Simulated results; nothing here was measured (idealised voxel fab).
This is a process module. Its name is voxel ribs on slabs.
Square cell edge 5 nm, section width 270 nm, ID cut.
Heads up, the way a cross-section reads in here is a grid of square cells, handed over as bands from the top down, with every band being one or more rows of cells.
Read a band's entry like this: the first values are the height of its top and the height of its bottom in nm, and what follows is the sequence of materials from left to right, each with its width in nm. Note that "empty" is empty space, and that a single material marked "throughout" reaches across the band from edge to edge.
Where do heights start? At 0: under that level the wafer as delivered is made of one material only. And the lowest band has no floor; it just carries on downward, as in "0 down".
The expression "30->40" gives the width at the extremes of the band, the first number at its top row of cells and the second at its bottom row, with the width changing by equal amounts from each row to the next in between.
Take "no alterations made" at face value: in the step it is given for, the cross-section changed in none of its cells.
Empty spaces counting at least 8 cells and having no open way to the top are listed in "Closed voids list". The notation width x height at distance is used for each, the distance being from the left edge and all three values in nm.
Anything after a step's settings on that line? It's the simulator's own note about the step.
You can add "overlay nm" to a step's line. For a step with a mask, it describes how far the mask lay to the right of its planned position, and a negative number describes a lay to the left.
THE STEPS PLANNED FOR THE PROCESS ARE AS FOLLOWS
1) RECEIVE with material Si
2) DIRECTIONAL_DEP with material SiO2, thk nm 20
3) DIRECTIONAL_DEP with material polySi, thk nm 15
4) MASKED_ETCH with tone cover, mask id RIB, width nm 20, etch materials polySi, depth nm 5, overlay nm 0
5) DIRECTIONAL_DEP with material aC, thk nm 10
6) PATTERN with tone cover, mask id SLAB, material resist, width nm 50, thk nm 25, overlay nm 0
7) DIRECTIONAL_ETCH with etch materials aC, depth nm 10
8) STRIP with etch materials resist
9) DIRECTIONAL_ETCH with etch materials polySi, depth nm 10
10) STRIP with etch materials aC
11) FILL_DEP with material SiO2, thk nm 25
12) CMP with height nm 50
13) DIRECTIONAL_DEP with material W, thk nm 5
14) DIRECTIONAL_DEP with material aC, thk nm 10
15) PATTERN with tone cover, mask id HEATER, material resist, width nm 30, thk nm 30, overlay nm 0
16) DIRECTIONAL_ETCH with etch materials aC, depth nm 10
17) STRIP with etch materials resist
18) DIRECTIONAL_ETCH with etch materials W, depth nm 5
19) STRIP with etch materials aC
20) CONFORMAL_DEP with material SiN, thk nm 10
INCOMING WAFER, CROSS-SECTIONAL VIEW, POST STEP 1
  0 down | Si throughout
  Closed voids list: none
CROSS-SECTION AT MODULE END, ONE RUN ERROR; START AND PLAN UNCHANGED FROM ABOVE
  60 to 55 | empty (115) / SiN (40) / empty (115)
  55 to 50 | SiN (120) / W (30) / SiN (120)
  50 to 35 | SiO2 throughout
  35 to 30 | SiO2 (125) / polySi (20) / SiO2 (125)
  30 to 20 | SiO2 (110) / polySi (50) / SiO2 (110)
  20 to 0 | SiO2 throughout
  0 down | Si throughout
  Closed voids list: none
In executing the process, a mistake was made relative to the plan: planned and actual differ for step 20; actual: CONFORMAL_DEP with material SiN, thk nm 5
